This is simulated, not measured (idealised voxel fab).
process module | voxel lift off
cross-section cut | 210 nm wide | cells 5 nm
A cross-section is a grid of square cells, given in bands from the top down. A band is one or more rows of cells.
Each band's line starts with the height of the band's top and of its bottom, in nm. Then come its materials from left to right, each with its width in nm. One material with "throughout" fills the band from edge to edge. "air" is empty space.
Height 0 is the level under which the wafer as received is all one material. The lowest band goes on downwards, as in "0 down".
A width such as "30 to 40" changes by the same amount from each row of cells to the next, from the band's top row to its bottom row.
"no change" after a step means that no cell of the cross-section changed.
closed voids: empty space of 8 cells or more with no open way to the top, each as width x height at its distance from the left edge, in nm
after a step's settings: what the simulator itself notes on the step
overlay nm, on a step with a mask: how far to the right of its planned place the mask lay; to the left if negative
plan
1 op RECEIVE | material Si
2 op CONFORMAL_DEP | material SiO2 | thk nm 5
3 op PATTERN | tone open | mask id LINES | material resist | width nm 20 | pitch nm 35 | thk nm 20 | overlay nm 0
4 op DIRECTIONAL_DEP | material Ru | thk nm 5
5 op STRIP | etch materials resist
6 op CONFORMAL_DEP | material SiCN | thk nm 10
first wafer, as planned
as received, after step 1
  0 down: Si throughout
  closed voids: none
after step 2
  5 to 0: SiO2 throughout
  below 0: unchanged
after step 3
  25 to 5: resist 60 | air 20 | resist 15 | air 20 | resist 15 | air 20 | resist 60
  below 5: unchanged
after step 4
  30 to 25: Ru 60 | air 20 | Ru 15 | air 20 | Ru 15 | air 20 | Ru 60
  25 to 10: resist 60 | air 20 | resist 15 | air 20 | resist 15 | air 20 | resist 60
  10 to 5: resist 60 | Ru 20 | resist 15 | Ru 20 | resist 15 | Ru 20 | resist 60
  below 5: unchanged
after step 5
  10 to 5: air 60 | Ru 20 | air 15 | Ru 20 | air 15 | Ru 20 | air 60
  below 5: unchanged
after step 6
  20 to 15: air 50 | SiCN 110 | air 50
  15 to 10: SiCN throughout
  10 to 5: SiCN 60 | Ru 20 | SiCN 15 | Ru 20 | SiCN 15 | Ru 20 | SiCN 60
  below 5: unchanged
second wafer: like start, like plan, one mistake. Through step 4 it matches the first wafer
when step 5 should have ended
  10 to 5: air 60 | Ru 20 | air 15 | Ru 20 | air 15 | Ru 20 | air 60
  below 5: unchanged
when step 6 should have ended
  20 to 15: air 50 | SiCN 110 | air 50
  15 to 10: SiCN throughout
  10 to 5: SiCN 60 | Ru 20 | SiCN 15 | Ru 20 | SiCN 15 | Ru 20 | SiCN 60
  below 5: unchanged
what went wrong: step 5 was run twice
at the end the two cross-sections are the same: no effect in what this model computes
